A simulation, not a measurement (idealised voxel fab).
The document below concerns the process module designated voxel fin reveal.
Section cut is 210 nm wide and gridded with 5 nm square cells.
Bands, listed from the top down, are how a cross-section gets written in this document; the cross-section itself is a grid of square cells, and a band is one or more rows of them.
Each band's line starts with the height of the band's top and of its bottom, in nm. Then come its materials from left to right, each with its width in nm. One material with "throughout" fills the band from edge to edge. "air" is empty space.
We count height from 0. Below that, the starting wafer is all one material. The lowest band never ends at the bottom but goes on down; see "0 -> down" for how that is written.
You'd read "30->40" like this: the band's top row of cells is as wide as the first number, its bottom row is as wide as the second, and going down, every row changes width by the same amount as the row before did.
Where a step carries "same as before", the cross-section came out of it unchanged, cell for cell.
"Closed voids list" - sealed voids, min. 8 cells, no opening to top; format: width x height at distance (distance from left edge; nm throughout).
Anything after a step's settings on that line? It's the simulator's own note about the step.
A step's line can hold "overlay nm"; with a mask on that step, the setting says how far right of the planned place the mask lay, while a negative setting says it lay to the left.

-- Process steps foreseen in the plan
1,RECEIVE [material Si]
2,CONFORMAL_DEP [material SiN] [thk nm 10]
3,MASKED_ETCH [tone cover] [mask id FINS] [width nm 15] [pitch nm 40] [etch materials SiN] [depth nm 10] [overlay nm -15]
4,MASKED_ETCH [tone cover] [mask id FINS] [width nm 15] [pitch nm 40] [etch materials Si] [depth nm 40] [overlay nm 0]
5,FILL_DEP [material SiO2] [thk nm 10]
6,CMP [height nm 10]
7,SELECTIVE_ETCH [etch materials SiO2] [depth nm 35]
8,STRIP [etch materials SiN]
For clarity, it should be stated that the wafers under discussion commence in an identical condition and differ with respect to the overlay nm of step 3, the plan indicating the value that the first wafer had.

-- Step 1 complete: as-received cross-section of the first of several wafers
  0 -> down | Si throughout
  Closed voids list: none

-- Post step 8, the closing step of the module: first of several wafers, cross-sectioned
  0 -> -25 | air=60 | Si=30 | air=10 | Si=30 | air=80
  -25 -> -40 | SiO2=60 | Si=30 | SiO2=10 | Si=30 | SiO2=80
  -40 -> down | Si throughout
  Closed voids list: none

-- The module's end: a cross-section of the last wafer
  0 -> -25 | air=75 | Si=30 | air=10 | Si=30 | air=65
  -25 -> -40 | SiO2=75 | Si=30 | SiO2=10 | Si=30 | SiO2=65
  -40 -> down | Si throughout
  Closed voids list: none

-- Basically each wafer gets a line in the table, showing it at the end of the module: material by material, the cells it gained (+) or lost (-) since we got it, then its closed voids
overlay nm -15 | -240 Si | +90 SiO2 | Closed voids list: none
overlay nm -10 | -256 Si | +96 SiO2 | Closed voids list: none
overlay nm -5 | -272 Si | +102 SiO2 | Closed voids list: none
overlay nm 0 | -288 Si | +108 SiO2 | Closed voids list: none
overlay nm 5 | -272 Si | +102 SiO2 | Closed voids list: none
overlay nm 10 | -256 Si | +96 SiO2 | Closed voids list: none
overlay nm 15 | -240 Si | +90 SiO2 | Closed voids list: none
